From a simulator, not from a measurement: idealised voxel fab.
The name of this process module is voxel double patterning.
Cross-section cut: width 265 nm, square cells of 5 nm.
This document writes a cross-section as a grid whose cells are square, and gives it as bands, listed from the top down; one or more rows of cells form a band.
In this notation a band is specified by the heights of its top and bottom, in that order and in nm, after which its materials appear from left to right, each paired with its width in nm. The word "full width" attached to a single material means that material fills the band from edge to edge; the word "air" stands for empty space.
All heights in this document are referenced to 0, defined as the level beneath which the wafer, as received, consists entirely of one material. The lowest band is not bounded below; it extends indefinitely downward and is written in the form "0 -> down".
The two numbers in a width such as "30..40" mark its ends across the band: the first belongs to the top row of cells, the second to the bottom row, and from each row to the next the width moves by the same amount.
The designation "left unchanged", where it is given for a processing step, indicates that no cell of the cross-section was altered in the course of that step.
The entry titled "Voids, enclosed" provides the empty spaces that have no open way to the top, restricted to those of 8 cells or more. Each is presented as width x height at distance, the distance being measured from the left edge, with all three in nm.
Note: text after step settings on the step line = simulator remark on that step.
overlay nm: right-of-plan distance of the mask on a masked step; negative values mean left-of-plan.

## Planned step list for the process
1,RECEIVE, material Si
2,CONFORMAL_DEP, material SiO2, thk nm 5
3,DIRECTIONAL_DEP, material W, thk nm 15
4,DIRECTIONAL_DEP, material SiCN, thk nm 10
5,MASKED_ETCH, tone open, mask id FIRST, width nm 15, pitch nm 50, etch materials SiCN, depth nm 10, overlay nm 0
6,MASKED_ETCH, tone open, mask id SECOND, width nm 15, etch materials SiCN, depth nm 10, overlay nm 0
7,DIRECTIONAL_ETCH, etch materials W, depth nm 15
8,STRIP, etch materials SiCN

## Incoming wafer, cross-sectional view, post step 1
    0 -> down | Si full width
    Voids, enclosed: none

## Looking at the first of two wafers in cross-section at end of module - ran to plan
    20 -> 5 | W 100 nm | air 15 nm | W 10 nm | air 15 nm | W 10 nm | air 15 nm | W 100 nm
    5 -> 0 | SiO2 full width
    0 -> down | Si full width
    Voids, enclosed: none

## Here is the second of the two wafers cut open at the end of the module - same start, same plan as the first one, but we made one mistake running it
    20 -> 5 | air 125 nm | W 15 nm | air 125 nm
    5 -> 0 | SiO2 full width
    0 -> down | Si full width
    Voids, enclosed: none
Diagnosis: contrary to plan, step 6 was performed as MASKED_ETCH, tone cover, mask id SECOND, width nm 15, etch materials SiCN, depth nm 10, overlay nm 0
The closing comparison, in cells, has the second wafer with more or fewer of some materials than the first: W -123
